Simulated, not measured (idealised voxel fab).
voxel tone inversion: a process module
In the cross-section labelled cut, the width is 210 nm and each square cell is 5 nm.
Heads up, the way a cross-section reads in here is a grid of square cells, handed over as bands from the top down, with every band being one or more rows of cells.
Read a band's entry like this: the first values are the height of its top and the height of its bottom in nm, and what follows is the sequence of materials from left to right, each with its width in nm. Note that "air" is empty space, and that a single material marked "all across" reaches across the band from edge to edge.
A quick word on heights: they are counted from 0, and under that level the wafer as it came to us is one material throughout. The lowest band is different from the rest in having no bottom; it simply continues downward, written as in "0 and below".
Width "30..40": first value at the band's top row of cells, second value at its bottom row, equal change from row to row.
"nothing got changed" for a step: no cell of the cross-section changed in that step.
Enclosed voids (no open way to top), threshold 8 cells or more, entry "Fully enclosed voids", notation width x height at distance, distance from left edge, nm.
If you see something after the settings on a step's line, that's the simulator's own remark about that step.
overlay nm: mask right of planned place by this much (step with mask). Neg. = left.

PLANNED PROCESS STEPS
1 RECEIVE | material Si
2 CONFORMAL_DEP | material SiN | thk nm 10
3 DIRECTIONAL_DEP | material polySi | thk nm 20
4 PATTERN | tone cover | mask id POSTS | material resist | width nm 15 | pitch nm 35 | thk nm 30 | overlay nm -15
5 DIRECTIONAL_ETCH | etch materials polySi | depth nm 20
6 STRIP | etch materials resist
7 FILL_DEP | material SiO2 | thk nm 5
8 CMP | height nm 30
9 STRIP | etch materials polySi
Be aware that, although all wafers share a common starting state, the overlay nm at step 4 differs among them, and the plan displays the first wafer's value.

STEP 1 COMPLETE: AS-RECEIVED CROSS-SECTION OF THE FIRST OF SEVERAL WAFERS
* 0 and below | Si all across
* Fully enclosed voids: none

THE ROWS OF THE TABLE BELOW ARE WAFERS. LOOKING AT THE END OF THE MODULE, A ROW COUNTS, FOR EVERY MATERIAL, THE CELLS THE WAFER HAS GAINED, SHOWN AS (+), OR LOST, SHOWN AS (-), SINCE IT WAS RECEIVED; ITS CLOSED VOIDS COME NEXT
overlay nm -15 | +84 SiN | +132 SiO2 | Fully enclosed voids: none
overlay nm -10 | +84 SiN | +132 SiO2 | Fully enclosed voids: none
overlay nm -5 | +84 SiN | +132 SiO2 | Fully enclosed voids: none
overlay nm 0 | +84 SiN | +132 SiO2 | Fully enclosed voids: none
overlay nm 5 | +84 SiN | +132 SiO2 | Fully enclosed voids: none
overlay nm 10 | +84 SiN | +132 SiO2 | Fully enclosed voids: none
overlay nm 15 | +84 SiN | +132 SiO2 | Fully enclosed voids: none
